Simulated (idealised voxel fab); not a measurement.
A process module follows: voxel wiring stack.
Pictured: cross-section cut, 165 nm wide, on a grid of 5 nm square cells.
We lay out every cross-section as a grid of square cells and spell it out in bands from the top down, where one band means one or more rows of cells.
Band entry format. Leading values: height of top, height of bottom, nm. Remainder: materials in left-to-right order, each with its width in nm. Special words: "throughout" on a single material, which then fills the band edge to edge; "air", empty space.
Beneath 0, the wafer as received is one material, and that level is where height counting begins. The lowest band goes on downward without a bottom; it is written like "0..down".
A width such as "30->40" changes by the same amount from each row of cells to the next, from the band's top row to its bottom row.
The cross-section has no changed cell in any step marked "nothing different".
What "Closed cavities" gives you is every empty space of 8 cells or more that is cut off from the top. Each appears as width x height at distance, with the distance taken from the left edge and width, height and distance all in nm.
If you see something after the settings on a step's line, that's the simulator's own remark about that step.
Regarding "overlay nm": on a step with a mask, it is the distance the mask lay to the right of its planned place; a negative value places it to the left.

[So here's the lineup of process steps we planned]
1) op RECEIVE | material Si
2) op CONFORMAL_DEP | material SiO2 | thk nm 10
3) op CONFORMAL_DEP | material SiCN | thk nm 5
4) op DIRECTIONAL_DEP | material lowk | thk nm 20
5) op MASKED_ETCH | tone open | mask id METAL_1 | width nm 20 | pitch nm 35 | etch materials lowk | depth nm 20 | overlay nm 0
6) op MASKED_ETCH | tone open | mask id METAL_1 | width nm 20 | pitch nm 35 | etch materials SiCN | depth nm 5 | overlay nm 0
7) op CONFORMAL_DEP | material TiN | thk nm 5
8) op FILL_DEP | material Ru | thk nm 10
9) op CMP | height nm 35
10) op CONFORMAL_DEP | material SiCN | thk nm 5
11) op DIRECTIONAL_DEP | material SiO2 | thk nm 35
12) op MASKED_ETCH | tone open | mask id METAL_2 | width nm 20 | pitch nm 35 | etch materials SiO2 | depth nm 20 | overlay nm -15
13) op MASKED_ETCH | tone open | mask id METAL_2_HOLES | width nm 15 | pitch nm 70 | etch materials SiO2 | depth nm 15 | overlay nm 0
14) op MASKED_ETCH | tone open | mask id METAL_2_HOLES | width nm 15 | pitch nm 70 | etch materials SiCN | depth nm 5 | overlay nm 0
15) op CONFORMAL_DEP | material TiN | thk nm 5
16) op FILL_DEP | material Cu | thk nm 5
17) op CMP | height nm 75
18) op CONFORMAL_DEP | material SiCN | thk nm 5
Same starting wafers, different overlay nm at step 12. Plan value belongs to the first wafer.

[Received condition of the first of several wafers, sectioned: post-step 1]
* 0..down = Si throughout
* Closed cavities: none

[Cross-section, first of several wafers, end of module, after last step 18]
* 80..75 = SiCN throughout
* 75..65 = 20 SiO2, 5 TiN, 20 Cu, 5 TiN, 5 SiO2, 5 TiN, 10 Cu, 5 TiN, 15 SiO2, 5 TiN, 20 Cu, 5 TiN, 45 SiO2
* 65..60 = 20 SiO2, 5 TiN, 10 Cu, 15 TiN, 5 SiO2, 5 TiN, 10 Cu, 5 TiN, 15 SiO2, 5 TiN, 10 Cu, 15 TiN, 45 SiO2
* 60..55 = 20 SiO2, 20 TiN, 15 SiO2, 20 TiN, 15 SiO2, 20 TiN, 55 SiO2
* 55..40 = 35 SiO2, 5 TiN, 65 SiO2, 5 TiN, 55 SiO2
* 40..35 = 35 SiCN, 5 TiN, 65 SiCN, 5 TiN, 55 SiCN
* 35..15 = 35 lowk, 5 TiN, 10 Ru, 5 TiN, 15 lowk, 5 TiN, 10 Ru, 5 TiN, 15 lowk, 5 TiN, 10 Ru, 5 TiN, 40 lowk
* 15..10 = 35 SiCN, 20 TiN, 15 SiCN, 20 TiN, 15 SiCN, 20 TiN, 40 SiCN
* 10..0 = SiO2 throughout
* 0..down = Si throughout
* Closed cavities: none

[Cross-section of the last wafer at end of module]
* 80..75 = SiCN throughout
* 75..65 = 35 SiO2, 5 TiN, 25 Cu, 5 TiN, 15 SiO2, 5 TiN, 45 Cu, 5 TiN, 25 SiO2
* 65..60 = 35 SiO2, 20 TiN, 10 Cu, 5 TiN, 15 SiO2, 5 TiN, 10 Cu, 25 TiN, 10 Cu, 5 TiN, 25 SiO2
* 60..55 = 50 SiO2, 20 TiN, 15 SiO2, 20 TiN, 15 SiO2, 20 TiN, 25 SiO2
* 55..40 = SiO2 throughout
* 40..35 = SiCN throughout
* 35..15 = 35 lowk, 5 TiN, 10 Ru, 5 TiN, 15 lowk, 5 TiN, 10 Ru, 5 TiN, 15 lowk, 5 TiN, 10 Ru, 5 TiN, 40 lowk
* 15..10 = 35 SiCN, 20 TiN, 15 SiCN, 20 TiN, 15 SiCN, 20 TiN, 40 SiCN
* 10..0 = SiO2 throughout
* 0..down = Si throughout
* Closed cavities: none

[Row per wafer, end-of-module: cell gain (+)/loss (-) by material since the wafer came in, then closed voids]
overlay nm -15 | +26 Cu | +24 Ru | +85 SiCN | +231 SiO2 | +78 TiN | +84 lowk | Closed cavities: none
overlay nm -10 | +22 Cu | +24 Ru | +83 SiCN | +231 SiO2 | +84 TiN | +84 lowk | Closed cavities: none
overlay nm -5 | +26 Cu | +24 Ru | +81 SiCN | +231 SiO2 | +82 TiN | +84 lowk | Closed cavities: none
overlay nm 0 | +26 Cu | +24 Ru | +81 SiCN | +231 SiO2 | +82 TiN | +84 lowk | Closed cavities: none
overlay nm 5 | +22 Cu | +24 Ru | +83 SiCN | +231 SiO2 | +84 TiN | +84 lowk | Closed cavities: none
overlay nm 10 | +26 Cu | +24 Ru | +85 SiCN | +231 SiO2 | +78 TiN | +84 lowk | Closed cavities: none
overlay nm 15 | +34 Cu | +24 Ru | +87 SiCN | +231 SiO2 | +68 TiN | +84 lowk | Closed cavities: none
